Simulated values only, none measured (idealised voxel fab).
process module | voxel self aligned contacts
cross-section cut | 275 nm wide | cells 5 nm
A cross-section is a grid of square cells, given in bands from the top down. A band is one or more rows of cells.
Each band's line starts with the height of the band's top and of its bottom, in nm. Then come its materials from left to right, each with its width in nm. One material with "throughout" fills the band from edge to edge. "air" is empty space.
Height 0 is the level under which the wafer as received is all one material. The lowest band goes on downwards, as in "0 down".
A width such as "30 to 40" changes by the same amount from each row of cells to the next, from the band's top row to its bottom row.
"no change" after a step means that no cell of the cross-section changed.
closed voids: empty space of 8 cells or more with no open way to the top, each as width x height at its distance from the left edge, in nm
after a step's settings: what the simulator itself notes on the step
overlay nm, on a step with a mask: how far to the right of its planned place the mask lay; to the left if negative
plan
1 op RECEIVE | material Si
2 op OXIDIZE | depth nm 5
3 op DIRECTIONAL_DEP | material polySi | thk nm 30
4 op DIRECTIONAL_DEP | material SiN | thk nm 20
5 op PATTERN | tone cover | mask id GATE | material resist | width nm 35 | pitch nm 70 | thk nm 20 | overlay nm 0
6 op DIRECTIONAL_ETCH | etch materials SiN | depth nm 20
7 op DIRECTIONAL_ETCH | etch materials polySi | depth nm 30
8 op STRIP | etch materials resist
9 op CONFORMAL_DEP | material SiN | thk nm 5
10 op DIRECTIONAL_ETCH | etch materials SiN | depth nm 5
11 op FILL_DEP | material SiO2 | thk nm 15
12 op CMP | height nm 60
13 op PATTERN | tone open | mask id CONTACT | material resist | width nm 55 | pitch nm 70 | thk nm 20 | overlay nm 0
14 op DIRECTIONAL_ETCH | etch materials SiO2 | depth nm 65
15 op STRIP | etch materials resist
16 op CONFORMAL_DEP | material TiN | thk nm 5
17 op FILL_DEP | material W | thk nm 5
18 op CMP | height nm 60
19 op CONFORMAL_DEP | material SiN | thk nm 5
as received, after step 1
  0 down: Si throughout
  closed voids: none
first wafer at the end, as planned
  65 to 60: SiN throughout
  60 to 50: SiO2 75 | TiN 5 to 20 | W 45 to 15 | TiN 5 to 20 | SiO2 15 | TiN 5 to 20 | W 45 to 15 | TiN 5 to 20 | SiO2 75
  50 to 30: SiO2 45 | SiN 45 | TiN 5 | W 15 | TiN 5 | SiN 45 | TiN 5 | W 15 | TiN 5 | SiN 45 | SiO2 45
  30 to 0: SiO2 45 | SiN 5 | polySi 35 | SiN 5 | TiN 5 | W 15 | TiN 5 | SiN 5 | polySi 35 | SiN 5 | TiN 5 | W 15 | TiN 5 | SiN 5 | polySi 35 | SiN 5 | SiO2 45
  0 to -5: SiO2 90 | TiN 25 | SiO2 45 | TiN 25 | SiO2 90
  -5 down: Si throughout
  closed voids: none
second wafer at the end: like start, like plan, one mistake
  65 to 60: SiN throughout
  60 to 55: W 70 | TiN 5 | SiO2 55 | TiN 5 | W 5 | TiN 5 | SiO2 55 | TiN 5 | W 70
  55 to 50: W 40 | TiN 35 | SiO2 55 | TiN 15 | SiO2 55 | TiN 35 | W 40
  50 to 30: W 40 | TiN 5 | SiN 45 | SiO2 25 | SiN 45 | SiO2 25 | SiN 45 | TiN 5 | W 40
  30 to 0: W 40 | TiN 5 | SiN 5 | polySi 35 | SiN 5 | SiO2 25 | SiN 5 | polySi 35 | SiN 5 | SiO2 25 | SiN 5 | polySi 35 | SiN 5 | TiN 5 | W 40
  0 to -5: TiN 45 | SiO2 185 | TiN 45
  -5 down: Si throughout
  closed voids: none
what went wrong: step 13 ran as: op PATTERN | tone cover | mask id CONTACT | material resist | width nm 55 | pitch nm 70 | thk nm 20 | overlay nm 0
at the end the second wafer has, in cells: 110 fewer of SiO2 | 11 fewer of TiN | 121 more of W
